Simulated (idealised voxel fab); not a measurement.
process module | voxel capacitor over wiring
cross-section cut | 270 nm wide | cells 5 nm
A cross-section is a grid of square cells, given in bands from the top down. A band is one or more rows of cells.
Each band's line starts with the height of the band's top and of its bottom, in nm. Then come its materials from left to right, each with its width in nm. One material with "throughout" fills the band from edge to edge. "air" is empty space.
Height 0 is the level under which the wafer as received is all one material. The lowest band goes on downwards, as in "0 down".
A width such as "30 to 40" changes by the same amount from each row of cells to the next, from the band's top row to its bottom row.
"no change" after a step means that no cell of the cross-section changed.
closed voids: empty space of 8 cells or more with no open way to the top, each as width x height at its distance from the left edge, in nm
after a step's settings: what the simulator itself notes on the step
overlay nm, on a step with a mask: how far to the right of its planned place the mask lay; to the left if negative
plan
1 op RECEIVE | material Si
2 op CONFORMAL_DEP | material SiO2 | thk nm 15
3 op CONFORMAL_DEP | material SiCN | thk nm 5
4 op DIRECTIONAL_DEP | material SiO2 | thk nm 25
5 op MASKED_ETCH | tone open | mask id METAL_1 | width nm 20 | pitch nm 90 | etch materials SiO2 | depth nm 15 | overlay nm 0
6 op MASKED_ETCH | tone open | mask id METAL_1 | width nm 20 | pitch nm 90 | etch materials SiCN | depth nm 5 | overlay nm 0
7 op CONFORMAL_DEP | material TiN | thk nm 5
8 op FILL_DEP | material Cu | thk nm 10
9 op CMP | height nm 45
10 op EPI | material Ru | thk nm 5
11 op FILL_DEP | material SiCN | thk nm 5
12 op DIRECTIONAL_DEP | material lowk | thk nm 10
13 op MASKED_ETCH | tone open | mask id PLUG_1 | width nm 15 | etch materials lowk | depth nm 10 | overlay nm 0
14 op MASKED_ETCH | tone open | mask id PLUG_1 | width nm 15 | etch materials SiCN | depth nm 5 | overlay nm 0
15 op CONFORMAL_DEP | material TiN | thk nm 5
16 op FILL_DEP | material W | thk nm 10
17 op CMP | height nm 65
18 op DIRECTIONAL_DEP | material TiN | thk nm 5
19 op DIRECTIONAL_DEP | material HfO2 | thk nm 5
20 op DIRECTIONAL_DEP | material TiN | thk nm 10
21 op MASKED_ETCH | tone cover | mask id UPPER_PLATE | width nm 75 | etch materials TiN | depth nm 10 | overlay nm 0
22 op MASKED_ETCH | tone cover | mask id UPPER_PLATE | width nm 75 | etch materials HfO2 | depth nm 5 | overlay nm 0
23 op MASKED_ETCH | tone cover | mask id LOWER_PLATE | width nm 85 | etch materials TiN | depth nm 5 | overlay nm 0
24 op FILL_DEP | material SiO2 | thk nm 20
25 op CMP | height nm 100
26 op MASKED_ETCH | tone open | mask id PLUG_2 | width nm 15 | etch materials SiO2 | depth nm 15 | overlay nm 0
27 op CONFORMAL_DEP | material TiN | thk nm 5
28 op FILL_DEP | material W | thk nm 10
29 op CMP | height nm 100
30 op CONFORMAL_DEP | material SiCN | thk nm 5
varied across the wafers: depth nm of step 5. The plan shows the first wafer's value. All wafers start alike
first wafer as received, after step 1
  0 down: Si throughout
  closed voids: none
first wafer at the end, after step 30
  105 to 100: SiCN throughout
  100 to 90: SiO2 95 | TiN 5 | W 5 | TiN 5 | SiO2 160
  90 to 85: SiO2 95 | TiN 15 | SiO2 160
  85 to 75: SiO2 85 | TiN 75 | SiO2 110
  75 to 70: SiO2 85 | HfO2 75 | SiO2 110
  70 to 65: SiO2 80 | TiN 85 | SiO2 105
  65 to 55: lowk 85 | TiN 5 | W 5 | TiN 5 | lowk 170
  55 to 50: SiCN 85 | TiN 15 | SiCN 170
  50 to 45: SiCN 75 | Ru 30 | SiCN 60 | Ru 30 | SiCN 75
  45 to 35: SiO2 80 | TiN 5 | Cu 10 | TiN 5 | SiO2 70 | TiN 5 | Cu 10 | TiN 5 | SiO2 80
  35 to 30: SiO2 80 | TiN 20 | SiO2 70 | TiN 20 | SiO2 80
  30 to 20: SiO2 throughout
  20 to 15: SiCN throughout
  15 to 0: SiO2 throughout
  0 down: Si throughout
  closed voids: none
last wafer at the end
  105 to 100: SiCN throughout
  100 to 90: SiO2 95 | TiN 5 | W 5 | TiN 5 | SiO2 160
  90 to 85: SiO2 95 | TiN 15 | SiO2 160
  85 to 75: SiO2 85 | TiN 75 | SiO2 110
  75 to 70: SiO2 85 | HfO2 75 | SiO2 110
  70 to 65: SiO2 80 | TiN 85 | SiO2 105
  65 to 55: lowk 85 | TiN 5 | W 5 | TiN 5 | lowk 170
  55 to 50: SiCN 85 | TiN 15 | SiCN 170
  50 to 45: SiCN 75 | Ru 30 | SiCN 60 | Ru 30 | SiCN 75
  45 to 20: SiO2 80 | TiN 5 | Cu 10 | TiN 5 | SiO2 70 | TiN 5 | Cu 10 | TiN 5 | SiO2 80
  20 to 15: SiCN 80 | TiN 20 | SiCN 70 | TiN 20 | SiCN 80
  15 to 0: SiO2 throughout
  0 down: Si throughout
  closed voids: none
each wafer at the end: cells of each material gained (+) or lost (-) since it was received, then its closed voids
depth nm 15 | +8 Cu | +15 HfO2 | +12 Ru | +201 SiCN | +715 SiO2 | +77 TiN | +4 W | +102 lowk | closed voids: none
depth nm 20 | +12 Cu | +15 HfO2 | +12 Ru | +201 SiCN | +707 SiO2 | +81 TiN | +4 W | +102 lowk | closed voids: none
depth nm 25 | +20 Cu | +15 HfO2 | +12 Ru | +193 SiCN | +699 SiO2 | +89 TiN | +4 W | +102 lowk | closed voids: none
depth nm 30 | +20 Cu | +15 HfO2 | +12 Ru | +193 SiCN | +699 SiO2 | +89 TiN | +4 W | +102 lowk | closed voids: none
depth nm 35 | +20 Cu | +15 HfO2 | +12 Ru | +193 SiCN | +699 SiO2 | +89 TiN | +4 W | +102 lowk | closed voids: none
depth nm 40 | +20 Cu | +15 HfO2 | +12 Ru | +193 SiCN | +699 SiO2 | +89 TiN | +4 W | +102 lowk | closed voids: none
